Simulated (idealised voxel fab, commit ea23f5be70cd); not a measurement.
Herein follows the process module entitled voxel trench capacitor.
Pictured: cross-section cut, 185 nm wide, on a grid of 5 nm square cells.
How to read a cross-section here: the picture is a grid of square cells, written as bands going from the top down, and any band can span one or more rows of cells. First you get the band's top height and its bottom height, in nm, and then the materials it's made of, left to right, with each width in nm. If you see a single material with "full width", that one covers the band edge to edge. "empty" is empty space. Where do heights start? At 0: under that level the wafer as delivered is made of one material only. And the lowest band has no floor; it just carries on downward, as in "top 0, no bottom". A width given as "30 to 40" starts at the first number in the band's top row and ends at the second number in its bottom row, shifting by an equal amount at every step from row to row. Take "changes: none" at face value: in the step it is given for, the cross-section changed in none of its cells. Any empty space of 8 cells or more lacking an open way to the top shows up in "Enclosed voids" as width x height at distance, distance from the left edge, in nm. Note: text after step settings on the step line = simulator remark on that step. overlay nm: how far to the right of its planned place the mask lay on this masked step (negative: to the left).

The steps planned for the process are as follows
1 RECEIVE: material Si
2 CONFORMAL_DEP: material SiN, thk nm 10
3 DIRECTIONAL_DEP: material aC, thk nm 15
4 PATTERN: tone open, mask id TRENCH, material resist, width nm 25, pitch nm 50, thk nm 30, overlay nm 0
5 DIRECTIONAL_ETCH: etch materials aC, depth nm 15
6 STRIP: etch materials resist
7 DIRECTIONAL_ETCH: etch materials SiN, depth nm 10
8 DIRECTIONAL_ETCH: etch materials Si, depth nm 35
9 STRIP: etch materials aC
10 CONFORMAL_DEP: material Al2O3, thk nm 5
11 CONFORMAL_DEP: material TiN, thk nm 5
12 FILL_DEP: material W, thk nm 10
13 CMP: height nm 10

Step 1 complete: cross-section of the wafer as received
top 0, no bottom  Si full width
Enclosed voids: none

Cross-section, first of two wafers, end of module, run as planned
top 10, bottom 0  SiN=55; Al2O3=5; TiN=5; W=5; TiN=5; Al2O3=5; SiN=25; Al2O3=5; TiN=5; W=5; TiN=5; Al2O3=5; SiN=55
top 0, bottom -25  Si=55; Al2O3=5; TiN=5; W=5; TiN=5; Al2O3=5; Si=25; Al2O3=5; TiN=5; W=5; TiN=5; Al2O3=5; Si=55
top -25, bottom -30  Si=55; Al2O3=5; TiN=15; Al2O3=5; Si=25; Al2O3=5; TiN=15; Al2O3=5; Si=55
top -30, bottom -35  Si=55; Al2O3=25; Si=25; Al2O3=25; Si=55
top -35, no bottom  Si full width
Enclosed voids: none

Same start, same plan as the first wafer - but one mistake in the run. Cross-section of the second of the two at the end of the module
top 10, bottom 0  SiN=50; Al2O3=5; TiN=5; W=15; TiN=5; Al2O3=5; SiN=15; Al2O3=5; TiN=5; W=15; TiN=5; Al2O3=5; SiN=50
top 0, bottom -25  Si=50; Al2O3=5; TiN=5; W=15; TiN=5; Al2O3=5; Si=15; Al2O3=5; TiN=5; W=15; TiN=5; Al2O3=5; Si=50
top -25, bottom -30  Si=50; Al2O3=5; TiN=25; Al2O3=5; Si=15; Al2O3=5; TiN=25; Al2O3=5; Si=50
top -30, bottom -35  Si=50; Al2O3=35; Si=15; Al2O3=35; Si=50
top -35, no bottom  Si full width
Enclosed voids: none
Want to know what went wrong? for step 4, the planned setting was not used; the step was instead run as PATTERN: tone open, mask id TRENCH, material resist, width nm 35, pitch nm 50, thk nm 30, overlay nm 0
Cell-count delta at end, second wafer over first, by material: 4 more of Al2O3; 28 fewer of Si; 8 fewer of SiN; 4 more of TiN; 28 more of W
